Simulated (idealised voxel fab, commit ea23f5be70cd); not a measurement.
process module | voxel ribs on slabs
cross-section cut | 300 nm wide | cells 5 nm
A cross-section is a grid of square cells, given in bands from the top down. A band is one or more rows of cells.
Each band's line starts with the height of the band's top and of its bottom, in nm. Then come its materials from left to right, each with its width in nm. One material with "throughout" fills the band from edge to edge. "air" is empty space.
Height 0 is the level under which the wafer as received is all one material. The lowest band goes on downwards, as in "0 down".
A width such as "30 to 40" changes by the same amount from each row of cells to the next, from the band's top row to its bottom row.
"no change" after a step means that no cell of the cross-section changed.
closed voids: empty space of 8 cells or more with no open way to the top, each as width x height at its distance from the left edge, in nm
after a step's settings: what the simulator itself notes on the step
overlay nm, on a step with a mask: how far to the right of its planned place the mask lay; to the left if negative
plan
1 op RECEIVE | material Si
2 op DIRECTIONAL_DEP | material SiO2 | thk nm 25
3 op DIRECTIONAL_DEP | material polySi | thk nm 20
4 op PATTERN | tone cover | mask id RIB | material resist | width nm 20 | thk nm 15 | overlay nm 0
5 op DIRECTIONAL_ETCH | etch materials polySi | depth nm 15
6 op STRIP | etch materials resist
7 op PATTERN | tone cover | mask id SLAB | material resist | width nm 90 | thk nm 20 | overlay nm 0
8 op DIRECTIONAL_ETCH | etch materials polySi | depth nm 5
9 op STRIP | etch materials resist
10 op FILL_DEP | material SiO2 | thk nm 20
11 op CMP | height nm 60
12 op DIRECTIONAL_DEP | material W | thk nm 5
13 op PATTERN | tone cover | mask id HEATER | material resist | width nm 40 | thk nm 20 | overlay nm 0
14 op DIRECTIONAL_ETCH | etch materials W | depth nm 5
15 op STRIP | etch materials resist
16 op CONFORMAL_DEP | material SiN | thk nm 5
varied across the wafers: width nm of step 4. The plan shows the first wafer's value. All wafers start alike
first wafer as received, after step 1
  0 down: Si throughout
  closed voids: none
each wafer at the end: cells of each material gained (+) or lost (-) since it was received, then its closed voids
width nm 20 | +62 SiN | +690 SiO2 | +8 W | +30 polySi | closed voids: none
width nm 25 | +62 SiN | +687 SiO2 | +8 W | +33 polySi | closed voids: none
width nm 30 | +62 SiN | +684 SiO2 | +8 W | +36 polySi | closed voids: none
width nm 35 | +62 SiN | +681 SiO2 | +8 W | +39 polySi | closed voids: none
width nm 40 | +62 SiN | +678 SiO2 | +8 W | +42 polySi | closed voids: none
width nm 45 | +62 SiN | +675 SiO2 | +8 W | +45 polySi | closed voids: none
